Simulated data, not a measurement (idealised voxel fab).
Process module heading - voxel gate over fins
Cross-section cut spans 295 nm and uses square cells 5 nm in size.
Bands, listed from the top down, are how a cross-section gets written in this document; the cross-section itself is a grid of square cells, and a band is one or more rows of them. This entry defines a band. It first specifies the height of the band's top and the height of its bottom in nm, and then specifies the band's materials from left to right, stating each material with its width in nm. The word "everywhere" identifies a single material that fills the band from edge to edge, while the word "air" identifies empty space. Where do heights start? At 0: under that level the wafer as delivered is made of one material only. And the lowest band has no floor; it just carries on downward, as in "0 and below". Top row gets the first number, bottom row gets the second, and each row in between changes by the same step: that is how a band width like "30->40" works. Step marked "changes: none"? Then no cell in the cross-section changed in it. In the "Fully closed voids" entry, you get each enclosed empty space of 8 cells or more, one with no open way to the top, written width x height at distance, distance from the left edge, in nm. Whatever follows a step's settings on its line is a remark the simulator itself makes about that step. The line of a step may include "overlay nm". On a step with a mask, this value is how far to the right of its planned place the mask lay. A negative value means the mask lay to the left.

The planned process steps are enumerated hereunder:
1,RECEIVE, material Si
2,CONFORMAL_DEP, material SiN, thk nm 5
3,MASKED_ETCH, tone cover, mask id FINS, width nm 15, pitch nm 45, etch materials SiN, depth nm 5, overlay nm 0
4,MASKED_ETCH, tone cover, mask id FINS, width nm 15, pitch nm 45, etch materials Si, depth nm 35, overlay nm 0
5,FILL_DEP, material SiO2, thk nm 15
6,CMP, height nm 5
7,SELECTIVE_ETCH, etch materials SiO2, depth nm 20
8,STRIP, etch materials SiN
9,CONFORMAL_DEP, material HfO2, thk nm 5
10,CONFORMAL_DEP, material TiN, thk nm 5
11,CONFORMAL_DEP, material TiAl, thk nm 5
12,CONFORMAL_DEP, material TiN, thk nm 5
13,FILL_DEP, material W, thk nm 10
14,CMP, height nm 15
15,CONFORMAL_DEP, material SiN, thk nm 5
Across this set of wafers, the varied parameter is the height nm of step 14. Starting conditions are identical for every wafer, and the plan reports the value assigned to the first wafer.

The first of several wafers in cross-section, exactly as it reached us after step 1:
	0 and below: Si everywhere
	Fully closed voids: none

Take a look at the first of several wafers in cross-section: the module is done, and step 15 was its last step:
	20 down to 15: SiN everywhere
	15 down to 10: 50 of W / 5 of TiN / 180 of TiAl / 5 of TiN / 55 of W
	10 down to 5: 50 of W / 5 of TiN / 5 of TiAl / 35 of TiN / 10 of TiAl / 35 of TiN / 10 of TiAl / 35 of TiN / 10 of TiAl / 35 of TiN / 5 of TiAl / 5 of TiN / 55 of W
	5 down to 0: 55 of TiN / 5 of TiAl / 5 of TiN / 25 of HfO2 / 5 of TiN / 10 of TiAl / 5 of TiN / 25 of HfO2 / 5 of TiN / 10 of TiAl / 5 of TiN / 25 of HfO2 / 5 of TiN / 10 of TiAl / 5 of TiN / 25 of HfO2 / 5 of TiN / 5 of TiAl / 60 of TiN
	0 down to -5: 60 of TiAl / 5 of TiN / 5 of HfO2 / 15 of Si / 5 of HfO2 / 5 of TiN / 10 of TiAl / 5 of TiN / 5 of HfO2 / 15 of Si / 5 of HfO2 / 5 of TiN / 10 of TiAl / 5 of TiN / 5 of HfO2 / 15 of Si / 5 of HfO2 / 5 of TiN / 10 of TiAl / 5 of TiN / 5 of HfO2 / 15 of Si / 5 of HfO2 / 5 of TiN / 65 of TiAl
	-5 down to -10: 65 of TiN / 5 of HfO2 / 15 of Si / 5 of HfO2 / 20 of TiN / 5 of HfO2 / 15 of Si / 5 of HfO2 / 20 of TiN / 5 of HfO2 / 15 of Si / 5 of HfO2 / 20 of TiN / 5 of HfO2 / 15 of Si / 5 of HfO2 / 70 of TiN
	-10 down to -15: 70 of HfO2 / 15 of Si / 30 of HfO2 / 15 of Si / 30 of HfO2 / 15 of Si / 30 of HfO2 / 15 of Si / 75 of HfO2
	-15 down to -35: 70 of SiO2 / 15 of Si / 30 of SiO2 / 15 of Si / 30 of SiO2 / 15 of Si / 30 of SiO2 / 15 of Si / 75 of SiO2
	-35 and below: Si everywhere
	Fully closed voids: none

At the end of the module, the last of several wafers in cross-section:
	35 down to 30: SiN everywhere
	30 down to 20: W everywhere
	20 down to 15: 50 of W / 190 of TiN / 55 of W
	15 down to 10: 50 of W / 5 of TiN / 180 of TiAl / 5 of TiN / 55 of W
	10 down to 5: 50 of W / 5 of TiN / 5 of TiAl / 35 of TiN / 10 of TiAl / 35 of TiN / 10 of TiAl / 35 of TiN / 10 of TiAl / 35 of TiN / 5 of TiAl / 5 of TiN / 55 of W
	5 down to 0: 55 of TiN / 5 of TiAl / 5 of TiN / 25 of HfO2 / 5 of TiN / 10 of TiAl / 5 of TiN / 25 of HfO2 / 5 of TiN / 10 of TiAl / 5 of TiN / 25 of HfO2 / 5 of TiN / 10 of TiAl / 5 of TiN / 25 of HfO2 / 5 of TiN / 5 of TiAl / 60 of TiN
	0 down to -5: 60 of TiAl / 5 of TiN / 5 of HfO2 / 15 of Si / 5 of HfO2 / 5 of TiN / 10 of TiAl / 5 of TiN / 5 of HfO2 / 15 of Si / 5 of HfO2 / 5 of TiN / 10 of TiAl / 5 of TiN / 5 of HfO2 / 15 of Si / 5 of HfO2 / 5 of TiN / 10 of TiAl / 5 of TiN / 5 of HfO2 / 15 of Si / 5 of HfO2 / 5 of TiN / 65 of TiAl
	-5 down to -10: 65 of TiN / 5 of HfO2 / 15 of Si / 5 of HfO2 / 20 of TiN / 5 of HfO2 / 15 of Si / 5 of HfO2 / 20 of TiN / 5 of HfO2 / 15 of Si / 5 of HfO2 / 20 of TiN / 5 of HfO2 / 15 of Si / 5 of HfO2 / 70 of TiN
	-10 down to -15: 70 of HfO2 / 15 of Si / 30 of HfO2 / 15 of Si / 30 of HfO2 / 15 of Si / 30 of HfO2 / 15 of Si / 75 of HfO2
	-15 down to -35: 70 of SiO2 / 15 of Si / 30 of SiO2 / 15 of Si / 30 of SiO2 / 15 of Si / 30 of SiO2 / 15 of Si / 75 of SiO2
	-35 and below: Si everywhere
	Fully closed voids: none

Wafer rows; end of module; cells per material since receipt: (+) gained, (-) lost; then closed voids:
height nm 15; +83 HfO2; -329 Si; +59 SiN; +188 SiO2; +83 TiAl; +110 TiN; +42 W; Fully closed voids: none
height nm 20; +83 HfO2; -329 Si; +59 SiN; +188 SiO2; +83 TiAl; +148 TiN; +63 W; Fully closed voids: none
height nm 25; +83 HfO2; -329 Si; +59 SiN; +188 SiO2; +83 TiAl; +148 TiN; +122 W; Fully closed voids: none
height nm 30; +83 HfO2; -329 Si; +59 SiN; +188 SiO2; +83 TiAl; +148 TiN; +181 W; Fully closed voids: none
